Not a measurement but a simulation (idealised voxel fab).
process module | voxel gate over fins
cross-section cut | 245 nm wide | cells 5 nm
A cross-section is a grid of square cells, given in bands from the top down. A band is one or more rows of cells.
Each band's line starts with the height of the band's top and of its bottom, in nm. Then come its materials from left to right, each with its width in nm. One material with "throughout" fills the band from edge to edge. "air" is empty space.
Height 0 is the level under which the wafer as received is all one material. The lowest band goes on downwards, as in "0 down".
A width such as "30 to 40" changes by the same amount from each row of cells to the next, from the band's top row to its bottom row.
"no change" after a step means that no cell of the cross-section changed.
closed voids: empty space of 8 cells or more with no open way to the top, each as width x height at its distance from the left edge, in nm
after a step's settings: what the simulator itself notes on the step
overlay nm, on a step with a mask: how far to the right of its planned place the mask lay; to the left if negative
plan
1 op RECEIVE | material Si
2 op CONFORMAL_DEP | material SiN | thk nm 5
3 op MASKED_ETCH | tone cover | mask id FINS | width nm 15 | pitch nm 35 | etch materials SiN | depth nm 5 | overlay nm 0
4 op MASKED_ETCH | tone cover | mask id FINS | width nm 15 | pitch nm 35 | etch materials Si | depth nm 30 | overlay nm 0
5 op OXIDIZE | depth nm 5
6 op FILL_DEP | material SiO2 | thk nm 15
7 op CMP | height nm 5
8 op SELECTIVE_ETCH | etch materials SiO2 | depth nm 15
9 op STRIP | etch materials SiN
10 op CONFORMAL_DEP | material HfO2 | thk nm 5
11 op CONFORMAL_DEP | material TiN | thk nm 5
12 op FILL_DEP | material W | thk nm 15
13 op CMP | height nm 20
14 op CONFORMAL_DEP | material SiCN | thk nm 10
first wafer, as planned
as received, after step 1
  0 down: Si throughout
  closed voids: none
after step 2
  5 to 0: SiN throughout
  below 0: unchanged
after step 3
  5 to 0: air 80 | SiN 15 | air 20 | SiN 15 | air 20 | SiN 15 | air 80
  below 0: unchanged
after step 4
  5 to 0: air 80 | SiN 15 | air 20 | SiN 15 | air 20 | SiN 15 | air 80
  0 to -30: air 80 | Si 15 | air 20 | Si 15 | air 20 | Si 15 | air 80
  below -30: unchanged
after step 5
  5 to 0: air 80 | SiN 15 | air 20 | SiN 15 | air 20 | SiN 15 | air 80
  0 to -30: air 80 | SiO2 5 | Si 5 | SiO2 5 | air 20 | SiO2 5 | Si 5 | SiO2 5 | air 20 | SiO2 5 | Si 5 | SiO2 5 | air 80
  -30 to -35: SiO2 85 | Si 5 | SiO2 30 | Si 5 | SiO2 30 | Si 5 | SiO2 85
  below -35: unchanged
after step 6
  20 to 5: SiO2 throughout
  5 to 0: SiO2 80 | SiN 15 | SiO2 20 | SiN 15 | SiO2 20 | SiN 15 | SiO2 80
  0 to -35: SiO2 85 | Si 5 | SiO2 30 | Si 5 | SiO2 30 | Si 5 | SiO2 85
  below -35: unchanged
after step 7
  5 to 0: SiO2 80 | SiN 15 | SiO2 20 | SiN 15 | SiO2 20 | SiN 15 | SiO2 80
  below 0: unchanged
after step 8
  5 to 0: air 80 | SiN 15 | air 20 | SiN 15 | air 20 | SiN 15 | air 80
  0 to -10: air 85 | Si 5 | air 30 | Si 5 | air 30 | Si 5 | air 85
  below -10: unchanged
after step 9
  0 to -10: air 85 | Si 5 | air 30 | Si 5 | air 30 | Si 5 | air 85
  below -10: unchanged
after step 10
  5 to 0: air 80 | HfO2 15 | air 20 | HfO2 15 | air 20 | HfO2 15 | air 80
  0 to -5: air 80 | HfO2 5 | Si 5 | HfO2 5 | air 20 | HfO2 5 | Si 5 | HfO2 5 | air 20 | HfO2 5 | Si 5 | HfO2 5 | air 80
  -5 to -10: HfO2 85 | Si 5 | HfO2 30 | Si 5 | HfO2 30 | Si 5 | HfO2 85
  below -10: unchanged
after step 11
  10 to 5: air 75 | TiN 25 | air 10 | TiN 25 | air 10 | TiN 25 | air 75
  5 to 0: air 75 | TiN 5 | HfO2 15 | TiN 5 | air 10 | TiN 5 | HfO2 15 | TiN 5 | air 10 | TiN 5 | HfO2 15 | TiN 5 | air 75
  0 to -5: TiN 80 | HfO2 5 | Si 5 | HfO2 5 | TiN 20 | HfO2 5 | Si 5 | HfO2 5 | TiN 20 | HfO2 5 | Si 5 | HfO2 5 | TiN 80
  below -5: unchanged
after step 12
  25 to 10: W throughout
  10 to 5: W 75 | TiN 25 | W 10 | TiN 25 | W 10 | TiN 25 | W 75
  5 to 0: W 75 | TiN 5 | HfO2 15 | TiN 5 | W 10 | TiN 5 | HfO2 15 | TiN 5 | W 10 | TiN 5 | HfO2 15 | TiN 5 | W 75
  below 0: unchanged
after step 13
  20 to 10: W throughout
  below 10: unchanged
after step 14
  30 to 20: SiCN throughout
  below 20: unchanged
second wafer: like start, like plan, one mistake. Through step 13 it matches the first wafer
when step 14 should have ended
  30 to 20: HfO2 throughout
  below 20: unchanged
what went wrong: step 14 ran as: op CONFORMAL_DEP | material HfO2 | thk nm 10
at the end the second wafer has, in cells: 98 more of HfO2 | 98 fewer of SiCN
